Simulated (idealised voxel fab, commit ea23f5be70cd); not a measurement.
The following process module bears the name voxel plated lines.
The cross-section on display is named cut; it measures 225 nm wide, and its cells are 5 nm squares.
How to read a cross-section here: the picture is a grid of square cells, written as bands going from the top down, and any band can span one or more rows of cells.
Heads up on the band format: heights come first, top then bottom, in nm. After that it's the materials left to right, each with its width in nm. A single material flagged "throughout" fills the whole band edge to edge, and "blank" means there's empty space there.
The level at which height equals 0 is the one under which the wafer, as it arrives, is entirely one material. No lower edge exists for the bottom band, which continues downward and is notated as in "0 -> down".
Quick explanation for "30 to 40": the width changes in equal steps down the rows of cells, from the first number in the band's top row to the second number in its bottom row.
No cell of the cross-section changed in a step that is given as "same as before".
Voids not open to the top, 8 cells minimum: see "Entrapped voids". Written width x height at distance; distance is from the left edge; nm.
Whatever follows a step's settings on its line is a remark the simulator itself makes about that step.
overlay nm: right-of-plan distance of the mask on a masked step; negative values mean left-of-plan.
The steps planned for the process are as follows
step 1: RECEIVE with material Si
step 2: CONFORMAL_DEP with material Al2O3, thk nm 10
step 3: DIRECTIONAL_DEP with material TiN, thk nm 5
step 4: PATTERN with tone open, mask id LINES, material resist, width nm 15, pitch nm 40, thk nm 30, overlay nm 0
step 5: EPI with material Ru, thk nm 5
step 6: EPI with material Ru, thk nm 5
step 7: STRIP with etch materials resist
step 8: DIRECTIONAL_ETCH with etch materials TiN, depth nm 5
step 9: CONFORMAL_DEP with material SiO2, thk nm 10
The first of the two wafers, which ran as planned
as received, after step 1
0 -> down | Si throughout
Entrapped voids: none
After step 2: wafer cross-section
10 -> 0 | Al2O3 throughout
Anything lower than 0 is untouched.
After step 3: wafer cross-section
15 -> 10 | TiN throughout
Anything lower than 10 is untouched.
After step 4: wafer cross-section
45 -> 15 | 85 of resist  15 of blank  25 of resist  15 of blank  85 of resist
Anything lower than 15 is untouched.
After step 5: wafer cross-section
45 -> 20 | 85 of resist  15 of blank  25 of resist  15 of blank  85 of resist
20 -> 15 | 85 of resist  15 of Ru  25 of resist  15 of Ru  85 of resist
Anything lower than 15 is untouched.
After step 6: wafer cross-section
45 -> 25 | 85 of resist  15 of blank  25 of resist  15 of blank  85 of resist
25 -> 15 | 85 of resist  15 of Ru  25 of resist  15 of Ru  85 of resist
Anything lower than 15 is untouched.
After step 7: wafer cross-section
25 -> 15 | 85 of blank  15 of Ru  25 of blank  15 of Ru  85 of blank
Anything lower than 15 is untouched.
After step 8: wafer cross-section
25 -> 15 | 85 of blank  15 of Ru  25 of blank  15 of Ru  85 of blank
15 -> 10 | 85 of blank  15 of TiN  25 of blank  15 of TiN  85 of blank
Anything lower than 10 is untouched.
After step 9: wafer cross-section
35 -> 25 | 75 of blank  35 of SiO2  5 of blank  35 of SiO2  75 of blank
25 -> 20 | 75 of blank  10 of SiO2  15 of Ru  10 of SiO2  5 of blank  10 of SiO2  15 of Ru  10 of SiO2  75 of blank
20 -> 15 | 85 of SiO2  15 of Ru  25 of SiO2  15 of Ru  85 of SiO2
15 -> 10 | 85 of SiO2  15 of TiN  25 of SiO2  15 of TiN  85 of SiO2
Anything lower than 10 is untouched.
What follows concerns the second wafer, which started out like the first and was meant to follow the very same plan; one mistake crept in when it was run, but everything up to and including step 3 is the same as for the first wafer
Cross-section of the second wafer corresponding to the planned conclusion of step 4
45 -> 15 | 80 of resist  25 of blank  15 of resist  25 of blank  80 of resist
Anything lower than 15 is untouched.
Cross-section of the second wafer corresponding to the planned conclusion of step 5
45 -> 20 | 80 of resist  25 of blank  15 of resist  25 of blank  80 of resist
20 -> 15 | 80 of resist  25 of Ru  15 of resist  25 of Ru  80 of resist
Anything lower than 15 is untouched.
Cross-section of the second wafer corresponding to the planned conclusion of step 6
45 -> 25 | 80 of resist  25 of blank  15 of resist  25 of blank  80 of resist
25 -> 15 | 80 of resist  25 of Ru  15 of resist  25 of Ru  80 of resist
Anything lower than 15 is untouched.
Cross-section of the second wafer corresponding to the planned conclusion of step 7
25 -> 15 | 80 of blank  25 of Ru  15 of blank  25 of Ru  80 of blank
Anything lower than 15 is untouched.
Cross-section of the second wafer corresponding to the planned conclusion of step 8
25 -> 15 | 80 of blank  25 of Ru  15 of blank  25 of Ru  80 of blank
15 -> 10 | 80 of blank  25 of TiN  15 of blank  25 of TiN  80 of blank
Anything lower than 10 is untouched.
Cross-section of the second wafer corresponding to the planned conclusion of step 9
35 -> 25 | 70 of blank  85 of SiO2  70 of blank
25 -> 20 | 70 of blank  10 of SiO2  25 of Ru  15 of SiO2  25 of Ru  10 of SiO2  70 of blank
20 -> 15 | 80 of SiO2  25 of Ru  15 of SiO2  25 of Ru  80 of SiO2
15 -> 10 | 80 of SiO2  25 of TiN  15 of SiO2  25 of TiN  80 of SiO2
Anything lower than 10 is untouched.
Finding, execution versus plan: step 4, actual vs plan mismatch, actual run PATTERN with tone open, mask id LINES, material resist, width nm 25, pitch nm 40, thk nm 30, overlay nm 0
Heads up, by the end the second wafer has more or fewer cells of some materials compared to the first: Ru: 8 more | SiO2: 3 fewer | TiN: 4 more
